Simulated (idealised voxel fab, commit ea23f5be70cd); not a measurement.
The document below concerns the process module designated voxel double patterning.
Pictured: cross-section cut, 175 nm wide, on a grid of 5 nm square cells.
Throughout this document, each cross-section is represented as a grid of square cells and is presented as a sequence of bands enumerated from the top downward, where a band comprises one or more rows of cells.
It is stipulated that each band's entry specify, in nanometres, the height of the top of the band and then that of its bottom, followed by the materials of the band in left-to-right sequence, each together with its width in nanometres. A single material marked by the word "all across" is understood to fill the band from edge to edge; the word "air" is understood to denote empty space.
We count height from 0. Below that, the starting wafer is all one material. The lowest band never ends at the bottom but goes on down; see "from 0 down" for how that is written.
Per-row width for "30 to 40": begins at first number (top row of band), ends at second number (bottom row), increment between rows held constant.
Key: "no change" - step with no changed cell in the cross-section.
"Closed void register" means: voids of 8 cells or more that are shut off from the top with no open way through. Written width x height at distance, distance from the left edge, in nm.
after a step's settings: what the simulator itself notes on the step
overlay nm: where the mask lay relative to plan, measured to the right, on steps with a mask; negatives go left.

# plan
1. RECEIVE,material Si
2. CONFORMAL_DEP,material SiN,thk nm 10
3. DIRECTIONAL_DEP,material SiO2,thk nm 15
4. DIRECTIONAL_DEP,material SiCN,thk nm 5
5. MASKED_ETCH,tone open,mask id FIRST,width nm 15,pitch nm 50,etch materials SiCN,depth nm 5,overlay nm 0
6. DIRECTIONAL_DEP,material aC,thk nm 15
7. PATTERN,tone open,mask id SECOND,material resist,width nm 15,thk nm 35,overlay nm 0
8. DIRECTIONAL_ETCH,etch materials aC,depth nm 15
9. STRIP,etch materials resist
10. DIRECTIONAL_ETCH,etch materials SiCN,depth nm 5
11. STRIP,etch materials aC
12. DIRECTIONAL_ETCH,etch materials SiO2,depth nm 15
13. STRIP,etch materials SiCN

# So this is the incoming wafer in cross-section - it's already been through step 1
    from 0 down: Si all across
    Closed void register: none

# First wafer of two, sectioned at end of module; run went per plan
    from 25 to 10: SiO2 (55) | air (15) | SiO2 (10) | air (15) | SiO2 (10) | air (15) | SiO2 (55)
    from 10 to 0: SiN all across
    from 0 down: Si all across
    Closed void register: none

# Cross-sectional image of the second wafer of the two following completion of the module. Starting state and process plan were the same as for the first wafer; one execution error occurred
    from 25 to 0: SiN all across
    from 0 down: Si all across
    Closed void register: none
The plan and the run diverged here: off-plan run, step 3, actual operation and settings DIRECTIONAL_DEP,material SiN,thk nm 15
It is noted that, at the conclusion of processing, the second wafer exhibits a higher or lower cell count for certain materials relative to the first: SiN +105 | SiO2 -78
